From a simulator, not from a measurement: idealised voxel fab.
process module | voxel plated lines
Pictured: cross-section cut, 185 nm wide, on a grid of 5 nm square cells.
The cross-sections in this document take the form of a grid made of square cells. They are written out as bands, in order from top to bottom. Each band consists of one or more rows of cells. First you get the band's top height and its bottom height, in nm, and then the materials it's made of, left to right, with each width in nm. If you see a single material with "all across", that one covers the band edge to edge. "empty" is empty space. A quick word on heights: they are counted from 0, and under that level the wafer as it came to us is one material throughout. The lowest band is different from the rest in having no bottom; it simply continues downward, written as in "top 0, no bottom". Read "30..40" as a graded width: first number on top, second number at the bottom, same change between each pair of neighbouring rows. A step reported as "no alterations made" is a step in which no cell of the cross-section changed. The entry titled "Cavities, closed" provides the empty spaces that have no open way to the top, restricted to those of 8 cells or more. Each is presented as width x height at distance, the distance being measured from the left edge, with all three in nm. It should be noted that, on the line of a given step, the content following the step's settings is a remark produced by the simulator itself with respect to that step. overlay nm: where the mask lay relative to plan, measured to the right, on steps with a mask; negatives go left.

LIST OF PLANNED PROCESS STEPS
1. RECEIVE (material Si)
2. CONFORMAL_DEP (material Al2O3; thk nm 15)
3. DIRECTIONAL_DEP (material TiN; thk nm 5)
4. PATTERN (tone open; mask id LINES; material resist; width nm 25; pitch nm 55; thk nm 30; overlay nm 0)
5. EPI (material Ru; thk nm 5)
6. EPI (material Ru; thk nm 10)
7. STRIP (etch materials resist)
8. DIRECTIONAL_ETCH (etch materials TiN; depth nm 5)
9. CONFORMAL_DEP (material SiN; thk nm 10)

DELIVERED WAFER IN CROSS-SECTION: STATE AFTER STEP 1
	top 0, no bottom | Si all across
	Cavities, closed: none

THE MODULE WAS RUN FROM THE START SHOWN ABOVE USING THE PLAN SHOWN ABOVE, BUT ONE MISTAKE WAS MADE DOING IT; THE RESULTING WAFER CROSS-SECTION IS BELOW
	top 55, bottom 45 | 40 empty, 45 SiN, 10 empty, 45 SiN, 45 empty
	top 45, bottom 25 | 40 empty, 10 SiN, 25 Ru, 10 SiN, 10 empty, 10 SiN, 25 Ru, 10 SiN, 45 empty
	top 25, bottom 20 | 50 SiN, 25 Ru, 30 SiN, 25 Ru, 55 SiN
	top 20, bottom 15 | 50 SiN, 25 TiN, 30 SiN, 25 TiN, 55 SiN
	top 15, bottom 0 | Al2O3 all across
	top 0, no bottom | Si all across
	Cavities, closed: none
Short version of what went wrong: twice, step 6 of the plan was run
